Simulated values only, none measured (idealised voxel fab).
process module | voxel transistor to metal
Section cut is 215 nm wide and gridded with 5 nm square cells.
Cross-section format: a grid of square cells, given as bands from top to bottom; each band is one or more rows of cells.
Quick guide to a band line: top height, bottom height (nm) up front; then every material left to right with its width in nm. Only one material and it's marked "all across"? Then it fills the band edge to edge. And "air" just means empty space.
Below 0: as-received wafer, all one material; heights counted from there. Lowest band: no bottom, goes on down, written "0 nm and below".
So if you see something like "30 to 40" for the width, read it as the top row of the band sitting at the first number and the bottom row at the second, with every row in between moving by the same amount as the last.
Step marked "remains unaltered"? Then no cell in the cross-section changed in it.
"Sealed voids" - sealed voids, min. 8 cells, no opening to top; format: width x height at distance (distance from left edge; nm throughout).
Past the settings on a step's line: simulator remark, on that step.
A step line may carry the setting "overlay nm", which, for steps involving a mask, states the distance by which the mask lay to the right of its intended position; negative values denote displacement to the left.
This section lists the process steps that were planned
1 RECEIVE | material Si
2 CONFORMAL_DEP | material SiO2 | thk nm 5
3 CONFORMAL_DEP | material SiN | thk nm 10
4 DIRECTIONAL_DEP | material aC | thk nm 15
5 PATTERN | tone cover | mask id ACTIVE | material resist | width nm 115 | thk nm 30 | overlay nm 0
6 DIRECTIONAL_ETCH | etch materials aC | depth nm 15
7 STRIP | etch materials resist
8 DIRECTIONAL_ETCH | etch materials SiN | depth nm 10
9 DIRECTIONAL_ETCH | etch materials SiO2 | depth nm 5
10 DIRECTIONAL_ETCH | etch materials Si | depth nm 25
11 STRIP | etch materials aC
12 OXIDIZE | depth nm 5
13 FILL_DEP | material SiO2 | thk nm 15
14 CMP | height nm 15
15 SELECTIVE_ETCH | etch materials SiO2 | depth nm 10
16 STRIP | etch materials SiN
17 SELECTIVE_ETCH | etch materials SiO2 | depth nm 5
18 OXIDIZE | depth nm 5
19 DIRECTIONAL_DEP | material polySi | thk nm 25
20 DIRECTIONAL_DEP | material SiCN | thk nm 15
21 DIRECTIONAL_DEP | material aC | thk nm 15
22 PATTERN | tone cover | mask id GATE | material resist | width nm 25 | thk nm 35 | overlay nm 0
23 DIRECTIONAL_ETCH | etch materials aC | depth nm 15
24 STRIP | etch materials resist
25 DIRECTIONAL_ETCH | etch materials SiCN | depth nm 25
26 DIRECTIONAL_ETCH | etch materials polySi | depth nm 35
27 STRIP | etch materials aC
28 CONFORMAL_DEP | material SiN | thk nm 10
29 DIRECTIONAL_ETCH | etch materials SiN | depth nm 10
30 DIRECTIONAL_ETCH | etch materials SiO2 | depth nm 5
31 DIRECTIONAL_ETCH | etch materials Si | depth nm 5
32 EPI | material pSi | thk nm 5
33 FILL_DEP | material SiO2 | thk nm 10
34 CMP | height nm 25
35 STRIP | etch materials polySi
36 SELECTIVE_ETCH | etch materials SiO2 | depth nm 5
37 CONFORMAL_DEP | material HfO2 | thk nm 5
38 CONFORMAL_DEP | material TiN | thk nm 5
39 FILL_DEP | material W | thk nm 10
40 CMP | height nm 20
41 DIRECTIONAL_DEP | material SiO2 | thk nm 15
42 DIRECTIONAL_DEP | material aC | thk nm 15
43 PATTERN | tone open | mask id CONTACT | material resist | width nm 20 | pitch nm 75 | thk nm 35 | overlay nm 0
44 DIRECTIONAL_ETCH | etch materials aC | depth nm 15
45 STRIP | etch materials resist
46 DIRECTIONAL_ETCH | etch materials SiO2 | depth nm 40
47 STRIP | etch materials aC
48 CONFORMAL_DEP | material TiN | thk nm 5
49 FILL_DEP | material W | thk nm 10
50 CMP | height nm 35
51 DIRECTIONAL_DEP | material TiN | thk nm 5
52 DIRECTIONAL_DEP | material W | thk nm 25
53 DIRECTIONAL_DEP | material aC | thk nm 10
54 PATTERN | tone cover | mask id METAL_1 | material resist | width nm 20 | pitch nm 75 | thk nm 25 | overlay nm 0
55 DIRECTIONAL_ETCH | etch materials aC | depth nm 10
56 STRIP | etch materials resist
57 DIRECTIONAL_ETCH | etch materials W | depth nm 25
58 DIRECTIONAL_ETCH | etch materials TiN | depth nm 5
59 STRIP | etch materials aC
60 FILL_DEP | material SiO2 | thk nm 10
61 CMP | height nm 65
62 CONFORMAL_DEP | material SiCN | thk nm 5
63 DIRECTIONAL_DEP | material SiO2 | thk nm 35
64 MASKED_ETCH | tone open | mask id METAL_2 | width nm 20 | pitch nm 75 | etch materials SiO2 | depth nm 20 | overlay nm 0
65 PATTERN | tone open | mask id METAL_2_HOLES | material resist | width nm 15 | pitch nm 75 | thk nm 20 | overlay nm 0
66 DIRECTIONAL_ETCH | etch materials SiO2 | depth nm 15
67 DIRECTIONAL_ETCH | etch materials SiCN | depth nm 5
68 STRIP | etch materials resist
69 CONFORMAL_DEP | material TiN | thk nm 5
70 FILL_DEP | material Ru | thk nm 5
71 CMP | height nm 105
72 CONFORMAL_DEP | material SiN | thk nm 5
Cross-section of the incoming wafer, state after step 1
> 0 nm and below = Si all across
> Sealed voids: none
Cross-section taken at module completion on the first of two wafers; processed per the plan
> 110 nm to 105 nm = SiN all across
> 105 nm to 90 nm = 60 SiO2; 5 TiN; 10 Ru; 5 TiN; 55 SiO2; 5 TiN; 10 Ru; 5 TiN; 60 SiO2
> 90 nm to 85 nm = 60 SiO2; 5 TiN; 5 Ru; 10 TiN; 55 SiO2; 5 TiN; 5 Ru; 10 TiN; 60 SiO2
> 85 nm to 70 nm = 60 SiO2; 5 TiN; 5 Ru; 5 TiN; 60 SiO2; 5 TiN; 5 Ru; 5 TiN; 65 SiO2
> 70 nm to 65 nm = 60 SiCN; 15 TiN; 60 SiCN; 15 TiN; 65 SiCN
> 65 nm to 40 nm = 60 SiO2; 20 W; 55 SiO2; 20 W; 60 SiO2
> 40 nm to 35 nm = 60 SiO2; 20 TiN; 55 SiO2; 20 TiN; 60 SiO2
> 35 nm to 20 nm = 60 SiO2; 5 TiN; 10 W; 5 TiN; 55 SiO2; 5 TiN; 10 W; 5 TiN; 60 SiO2
> 20 nm to 5 nm = 60 SiO2; 5 TiN; 10 W; 5 TiN; 5 SiO2; 10 SiN; 5 HfO2; 5 TiN; 5 W; 5 TiN; 5 HfO2; 10 SiN; 5 SiO2; 5 TiN; 10 W; 5 TiN; 60 SiO2
> 5 nm to 0 nm = 60 SiO2; 5 TiN; 10 W; 5 TiN; 5 SiO2; 10 SiN; 5 HfO2; 15 TiN; 5 HfO2; 10 SiN; 5 SiO2; 5 TiN; 10 W; 5 TiN; 60 SiO2
> 0 nm to -5 nm = 60 SiO2; 20 TiN; 5 pSi; 5 SiO2; 35 HfO2; 5 SiO2; 5 pSi; 20 TiN; 60 SiO2
> -5 nm to -10 nm = 55 SiO2; 30 pSi; 45 Si; 30 pSi; 55 SiO2
> -10 nm to -30 nm = 55 SiO2; 105 Si; 55 SiO2
> -30 nm and below = Si all across
> Sealed voids: none
Second wafer of the two, sectioned at the end of the module. It began like the first and followed the same plan, but one mistake was made while running it
> 110 nm to 105 nm = SiN all across
> 105 nm to 75 nm = 60 SiO2; 5 TiN; 10 Ru; 5 TiN; 55 SiO2; 5 TiN; 10 Ru; 5 TiN; 60 SiO2
> 75 nm to 70 nm = 60 SiO2; 5 TiN; 5 Ru; 10 TiN; 55 SiO2; 5 TiN; 5 Ru; 10 TiN; 60 SiO2
> 70 nm to 65 nm = 60 SiCN; 15 TiN; 60 SiCN; 15 TiN; 65 SiCN
> 65 nm to 40 nm = 60 SiO2; 20 W; 55 SiO2; 20 W; 60 SiO2
> 40 nm to 35 nm = 60 SiO2; 20 TiN; 55 SiO2; 20 TiN; 60 SiO2
> 35 nm to 20 nm = 60 SiO2; 5 TiN; 10 W; 5 TiN; 55 SiO2; 5 TiN; 10 W; 5 TiN; 60 SiO2
> 20 nm to 5 nm = 60 SiO2; 5 TiN; 10 W; 5 TiN; 5 SiO2; 10 SiN; 5 HfO2; 5 TiN; 5 W; 5 TiN; 5 HfO2; 10 SiN; 5 SiO2; 5 TiN; 10 W; 5 TiN; 60 SiO2
> 5 nm to 0 nm = 60 SiO2; 5 TiN; 10 W; 5 TiN; 5 SiO2; 10 SiN; 5 HfO2; 15 TiN; 5 HfO2; 10 SiN; 5 SiO2; 5 TiN; 10 W; 5 TiN; 60 SiO2
> 0 nm to -5 nm = 60 SiO2; 20 TiN; 5 pSi; 5 SiO2; 35 HfO2; 5 SiO2; 5 pSi; 20 TiN; 60 SiO2
> -5 nm to -10 nm = 55 SiO2; 30 pSi; 45 Si; 30 pSi; 55 SiO2
> -10 nm to -30 nm = 55 SiO2; 105 Si; 55 SiO2
> -30 nm and below = Si all across
> Sealed voids: none
It is concluded that the wafer was processed incorrectly with respect to the plan, in that the plan had its step 64 run twice
Final cells, second wafer relative to first, materials higher or lower: 6 more of Ru, 6 fewer of SiO2
